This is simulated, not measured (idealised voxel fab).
Herein follows the process module entitled voxel fin reveal.
In the cross-section labelled cut, the width is 250 nm and each square cell is 5 nm.
When this document writes out a cross-section, it uses a grid of square cells and lists it as bands, beginning at the top and moving down, with a band standing for one or more rows of cells.
Quick guide to a band line: top height, bottom height (nm) up front; then every material left to right with its width in nm. Only one material and it's marked "everywhere"? Then it fills the band edge to edge. And "air" just means empty space.
Height datum 0, below which the as-received substrate wafer is one material. Lowest band open at the bottom, running downward: "0 down".
So if you see something like "30 to 40" for the width, read it as the top row of the band sitting at the first number and the bottom row at the second, with every row in between moving by the same amount as the last.
You'll sometimes find "no modification" written for a step, and that's the way of saying that nowhere in the cross-section did a cell change during that step.
"Internal closed voids": sealed empty spaces, 8 cells or more, no open way to top, listed width x height at distance, with distance from the left edge and width, height and distance in nm.
The remark found on a step's line after its settings is issued by the simulator itself and pertains to that step.
On any step carrying a mask, the "overlay nm" setting, if present on the step's line, tells how far right of its planned place the mask lay; negative values point to the left.

## Intended process steps
1,RECEIVE [material Si]
2,CONFORMAL_DEP [material SiN] [thk nm 10]
3,PATTERN [tone cover] [mask id FINS] [material resist] [width nm 15] [pitch nm 35] [thk nm 20] [overlay nm 0]
4,DIRECTIONAL_ETCH [etch materials SiN] [depth nm 10]
5,DIRECTIONAL_ETCH [etch materials Si] [depth nm 35]
6,STRIP [etch materials resist]
7,FILL_DEP [material SiO2] [thk nm 10]
8,CMP [height nm 10]
9,SELECTIVE_ETCH [etch materials SiO2] [depth nm 25]
10,STRIP [etch materials SiN]
11,CONFORMAL_DEP [material HfO2] [thk nm 5]

## The cross-section here shows the wafer as received, i.e. in its state after step 1
0 down  Si everywhere
Internal closed voids: none

## The first of two wafers, cross-sectioned at the end of the module, with the run proceeding as planned
5 to 0  air 60 nm, HfO2 25 nm, air 10 nm, HfO2 25 nm, air 10 nm, HfO2 25 nm, air 10 nm, HfO2 25 nm, air 60 nm
0 to -10  air 60 nm, HfO2 5 nm, Si 15 nm, HfO2 5 nm, air 10 nm, HfO2 5 nm, Si 15 nm, HfO2 5 nm, air 10 nm, HfO2 5 nm, Si 15 nm, HfO2 5 nm, air 10 nm, HfO2 5 nm, Si 15 nm, HfO2 5 nm, air 60 nm
-10 to -15  HfO2 65 nm, Si 15 nm, HfO2 20 nm, Si 15 nm, HfO2 20 nm, Si 15 nm, HfO2 20 nm, Si 15 nm, HfO2 65 nm
-15 to -35  SiO2 65 nm, Si 15 nm, SiO2 20 nm, Si 15 nm, SiO2 20 nm, Si 15 nm, SiO2 20 nm, Si 15 nm, SiO2 65 nm
-35 down  Si everywhere
Internal closed voids: none

## Cross-section, wafer two of two, end of module: same start and plan as wafer one, one error in execution
5 to 0  air 60 nm, HfO2 30 nm, air 5 nm, HfO2 30 nm, air 5 nm, HfO2 30 nm, air 5 nm, HfO2 30 nm, air 55 nm
0 to -10  air 60 nm, HfO2 5 nm, Si 20 nm, HfO2 5 nm, air 5 nm, HfO2 5 nm, Si 20 nm, HfO2 5 nm, air 5 nm, HfO2 5 nm, Si 20 nm, HfO2 5 nm, air 5 nm, HfO2 5 nm, Si 20 nm, HfO2 5 nm, air 55 nm
-10 to -15  HfO2 65 nm, Si 20 nm, HfO2 15 nm, Si 20 nm, HfO2 15 nm, Si 20 nm, HfO2 15 nm, Si 20 nm, HfO2 60 nm
-15 to -35  SiO2 65 nm, Si 20 nm, SiO2 15 nm, Si 20 nm, SiO2 15 nm, Si 20 nm, SiO2 15 nm, Si 20 nm, SiO2 60 nm
-35 down  Si everywhere
Internal closed voids: none
Nonconformance to the process plan: off-plan run, step 3, actual operation and settings PATTERN [tone cover] [mask id FINS] [material resist] [width nm 20] [pitch nm 35] [thk nm 20] [overlay nm 0]
Final cells, second wafer relative to first, materials higher or lower: Si: 28 more; SiO2: 16 fewer
